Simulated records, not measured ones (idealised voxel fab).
process module | voxel transistor to metal
cross-section cut | 265 nm wide | cells 5 nm
A cross-section is a grid of square cells, given in bands from the top down. A band is one or more rows of cells.
Each band's line starts with the height of the band's top and of its bottom, in nm. Then come its materials from left to right, each with its width in nm. One material with "throughout" fills the band from edge to edge. "air" is empty space.
Height 0 is the level under which the wafer as received is all one material. The lowest band goes on downwards, as in "0 down".
A width such as "30 to 40" changes by the same amount from each row of cells to the next, from the band's top row to its bottom row.
"no change" after a step means that no cell of the cross-section changed.
closed voids: empty space of 8 cells or more with no open way to the top, each as width x height at its distance from the left edge, in nm
after a step's settings: what the simulator itself notes on the step
overlay nm, on a step with a mask: how far to the right of its planned place the mask lay; to the left if negative
plan
1 op RECEIVE | material Si
2 op CONFORMAL_DEP | material SiO2 | thk nm 5
3 op CONFORMAL_DEP | material SiN | thk nm 10
4 op DIRECTIONAL_DEP | material aC | thk nm 10
5 op PATTERN | tone cover | mask id ACTIVE | material resist | width nm 105 | pitch nm 125 | thk nm 30 | overlay nm 0
6 op DIRECTIONAL_ETCH | etch materials aC | depth nm 10
7 op STRIP | etch materials resist
8 op DIRECTIONAL_ETCH | etch materials SiN | depth nm 10
9 op DIRECTIONAL_ETCH | etch materials SiO2 | depth nm 5
10 op DIRECTIONAL_ETCH | etch materials Si | depth nm 35
11 op STRIP | etch materials aC
12 op FILL_DEP | material SiO2 | thk nm 10
13 op CMP | height nm 15
14 op SELECTIVE_ETCH | etch materials SiO2 | depth nm 5
15 op STRIP | etch materials SiN
16 op SELECTIVE_ETCH | etch materials SiO2 | depth nm 5
17 op OXIDIZE | depth nm 5
18 op DIRECTIONAL_DEP | material polySi | thk nm 25
19 op DIRECTIONAL_DEP | material SiCN | thk nm 15
20 op MASKED_ETCH | tone cover | mask id GATE | width nm 25 | pitch nm 125 | etch materials SiCN | depth nm 25 | overlay nm 0
21 op MASKED_ETCH | tone cover | mask id GATE | width nm 25 | pitch nm 125 | etch materials polySi | depth nm 35 | overlay nm 0
22 op CONFORMAL_DEP | material SiN | thk nm 5
23 op DIRECTIONAL_ETCH | etch materials SiN | depth nm 5
24 op DIRECTIONAL_ETCH | etch materials SiO2 | depth nm 5
25 op EPI | material nSi | thk nm 5
26 op FILL_DEP | material SiO2 | thk nm 10
27 op CMP | height nm 25
28 op STRIP | etch materials polySi
29 op SELECTIVE_ETCH | etch materials SiO2 | depth nm 5
30 op CONFORMAL_DEP | material HfO2 | thk nm 5
31 op CONFORMAL_DEP | material TiN | thk nm 5
32 op FILL_DEP | material W | thk nm 10
33 op CMP | height nm 20
34 op DIRECTIONAL_DEP | material SiO2 | thk nm 10
35 op PATTERN | tone open | mask id CONTACT | material resist | width nm 15 | thk nm 20 | overlay nm 0
36 op DIRECTIONAL_ETCH | etch materials SiO2 | depth nm 30
37 op STRIP | etch materials resist
38 op CONFORMAL_DEP | material TiN | thk nm 5
39 op FILL_DEP | material Ru | thk nm 10
40 op CMP | height nm 30
41 op CONFORMAL_DEP | material SiN | thk nm 5
42 op DIRECTIONAL_DEP | material lowk | thk nm 15
43 op PATTERN | tone open | mask id METAL_1 | material resist | width nm 15 | thk nm 15 | overlay nm 0
44 op DIRECTIONAL_ETCH | etch materials lowk | depth nm 15
45 op DIRECTIONAL_ETCH | etch materials SiN | depth nm 5
46 op STRIP | etch materials resist
47 op CONFORMAL_DEP | material TiN | thk nm 5
48 op FILL_DEP | material Cu | thk nm 5
49 op CMP | height nm 50
50 op EPI | material Ru | thk nm 5
51 op FILL_DEP | material SiCN | thk nm 5
as received, after step 1
  0 down: Si throughout
  closed voids: none
first wafer at the end, as planned
  60 to 55: SiCN throughout
  55 to 50: SiCN 20 | Ru 25 | SiCN 45 | Ru 25 | SiCN 30 | Ru 25 | SiCN 45 | Ru 25 | SiCN 25
  50 to 35: lowk 25 | TiN 5 | Cu 5 | TiN 5 | lowk 55 | TiN 5 | Cu 5 | TiN 5 | lowk 40 | TiN 5 | Cu 5 | TiN 5 | lowk 55 | TiN 5 | Cu 5 | TiN 5 | lowk 30
  35 to 30: SiN 25 | TiN 15 | SiN 55 | TiN 15 | SiN 40 | TiN 15 | SiN 55 | TiN 15 | SiN 30
  30 to 20: SiO2 25 | TiN 5 | Ru 5 | TiN 5 | SiO2 55 | TiN 5 | Ru 5 | TiN 5 | SiO2 40 | TiN 5 | Ru 5 | TiN 5 | SiO2 55 | TiN 5 | Ru 5 | TiN 5 | SiO2 30
  20 to 5: SiO2 25 | TiN 5 | Ru 5 | TiN 5 | SiO2 10 | SiN 5 | HfO2 5 | TiN 5 | W 5 | TiN 5 | HfO2 5 | SiN 5 | SiO2 10 | TiN 5 | Ru 5 | TiN 5 | SiO2 40 | TiN 5 | Ru 5 | TiN 5 | SiO2 10 | SiN 5 | HfO2 5 | TiN 5 | W 5 | TiN 5 | HfO2 5 | SiN 5 | SiO2 10 | TiN 5 | Ru 5 | TiN 5 | SiO2 30
  5 to 0: SiO2 10 | SiN 5 | SiO2 10 | TiN 15 | SiO2 10 | SiN 5 | HfO2 5 | TiN 15 | HfO2 5 | SiN 5 | SiO2 10 | TiN 15 | SiO2 10 | SiN 5 | SiO2 10 | SiN 5 | SiO2 10 | TiN 15 | SiO2 10 | SiN 5 | HfO2 5 | TiN 15 | HfO2 5 | SiN 5 | SiO2 10 | TiN 15 | SiO2 10 | SiN 5 | SiO2 15
  0 to -5: SiO2 15 | nSi 35 | HfO2 35 | nSi 35 | SiO2 20 | nSi 35 | HfO2 35 | nSi 35 | SiO2 20
  -5 to -35: SiO2 15 | Si 105 | SiO2 20 | Si 105 | SiO2 20
  -35 down: Si throughout
  closed voids: none
second wafer at the end: like start, like plan, one mistake
  60 to 55: SiCN throughout
  55 to 50: SiCN 10 | Ru 25 | SiCN 45 | Ru 25 | SiCN 30 | Ru 25 | SiCN 45 | Ru 25 | SiCN 35
  50 to 35: lowk 15 | TiN 5 | Cu 5 | TiN 5 | lowk 55 | TiN 5 | Cu 5 | TiN 5 | lowk 40 | TiN 5 | Cu 5 | TiN 5 | lowk 55 | TiN 5 | Cu 5 | TiN 5 | lowk 40
  35 to 30: SiN 15 | TiN 15 | SiN 55 | TiN 15 | SiN 40 | TiN 15 | SiN 55 | TiN 15 | SiN 40
  30 to 20: SiO2 25 | TiN 5 | Ru 5 | TiN 5 | SiO2 55 | TiN 5 | Ru 5 | TiN 5 | SiO2 40 | TiN 5 | Ru 5 | TiN 5 | SiO2 55 | TiN 5 | Ru 5 | TiN 5 | SiO2 30
  20 to 5: SiO2 25 | TiN 5 | Ru 5 | TiN 5 | SiO2 10 | SiN 5 | HfO2 5 | TiN 5 | W 5 | TiN 5 | HfO2 5 | SiN 5 | SiO2 10 | TiN 5 | Ru 5 | TiN 5 | SiO2 40 | TiN 5 | Ru 5 | TiN 5 | SiO2 10 | SiN 5 | HfO2 5 | TiN 5 | W 5 | TiN 5 | HfO2 5 | SiN 5 | SiO2 10 | TiN 5 | Ru 5 | TiN 5 | SiO2 30
  5 to 0: SiO2 10 | SiN 5 | SiO2 10 | TiN 15 | SiO2 10 | SiN 5 | HfO2 5 | TiN 15 | HfO2 5 | SiN 5 | SiO2 10 | TiN 15 | SiO2 10 | SiN 5 | SiO2 10 | SiN 5 | SiO2 10 | TiN 15 | SiO2 10 | SiN 5 | HfO2 5 | TiN 15 | HfO2 5 | SiN 5 | SiO2 10 | TiN 15 | SiO2 10 | SiN 5 | SiO2 15
  0 to -5: SiO2 15 | nSi 35 | HfO2 35 | nSi 35 | SiO2 20 | nSi 35 | HfO2 35 | nSi 35 | SiO2 20
  -5 to -35: SiO2 15 | Si 105 | SiO2 20 | Si 105 | SiO2 20
  -35 down: Si throughout
  closed voids: none
what went wrong: step 43 ran as: op PATTERN | tone open | mask id METAL_1 | material resist | width nm 15 | thk nm 15 | overlay nm -10
at the end the second wafer has, in cells: as many of each material as the first, in other places
